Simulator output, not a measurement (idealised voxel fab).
process module | voxel gate over fins
cross-section cut | 245 nm wide | cells 5 nm
A cross-section is a grid of square cells, given in bands from the top down. A band is one or more rows of cells.
Each band's line starts with the height of the band's top and of its bottom, in nm. Then come its materials from left to right, each with its width in nm. One material with "throughout" fills the band from edge to edge. "air" is empty space.
Height 0 is the level under which the wafer as received is all one material. The lowest band goes on downwards, as in "0 down".
A width such as "30 to 40" changes by the same amount from each row of cells to the next, from the band's top row to its bottom row.
"no change" after a step means that no cell of the cross-section changed.
closed voids: empty space of 8 cells or more with no open way to the top, each as width x height at its distance from the left edge, in nm
after a step's settings: what the simulator itself notes on the step
overlay nm, on a step with a mask: how far to the right of its planned place the mask lay; to the left if negative
plan
1 op RECEIVE | material Si
2 op CONFORMAL_DEP | material SiN | thk nm 10
3 op DIRECTIONAL_DEP | material aC | thk nm 10
4 op PATTERN | tone cover | mask id FINS | material resist | width nm 15 | pitch nm 45 | thk nm 30 | overlay nm 0
5 op DIRECTIONAL_ETCH | etch materials aC | depth nm 10
6 op STRIP | etch materials resist
7 op DIRECTIONAL_ETCH | etch materials SiN | depth nm 10
8 op DIRECTIONAL_ETCH | etch materials Si | depth nm 30
9 op STRIP | etch materials aC
10 op FILL_DEP | material SiO2 | thk nm 10
11 op CMP | height nm 10
12 op SELECTIVE_ETCH | etch materials SiO2 | depth nm 20
13 op STRIP | etch materials SiN
14 op CONFORMAL_DEP | material HfO2 | thk nm 5
15 op CONFORMAL_DEP | material TiN | thk nm 5
16 op FILL_DEP | material W | thk nm 10
17 op CMP | height nm 15
18 op CONFORMAL_DEP | material SiCN | thk nm 5
as received, after step 1
  0 down: Si throughout
  closed voids: none
a wafer at the end: this start, this plan, one mistake
  20 to 15: aC throughout
  15 to 10: W throughout
  10 to 5: W 80 | TiN 35 | W 10 | TiN 35 | W 85
  5 to 0: W 80 | TiN 5 | HfO2 25 | TiN 5 | W 10 | TiN 5 | HfO2 25 | TiN 5 | W 85
  0 to -5: TiN 85 | HfO2 5 | Si 15 | HfO2 5 | TiN 20 | HfO2 5 | Si 15 | HfO2 5 | TiN 90
  -5 to -10: HfO2 90 | Si 15 | HfO2 30 | Si 15 | HfO2 95
  -10 to -30: SiO2 90 | Si 15 | SiO2 30 | Si 15 | SiO2 95
  -30 down: Si throughout
  closed voids: none
what went wrong: step 18 ran as: op CONFORMAL_DEP | material aC | thk nm 5
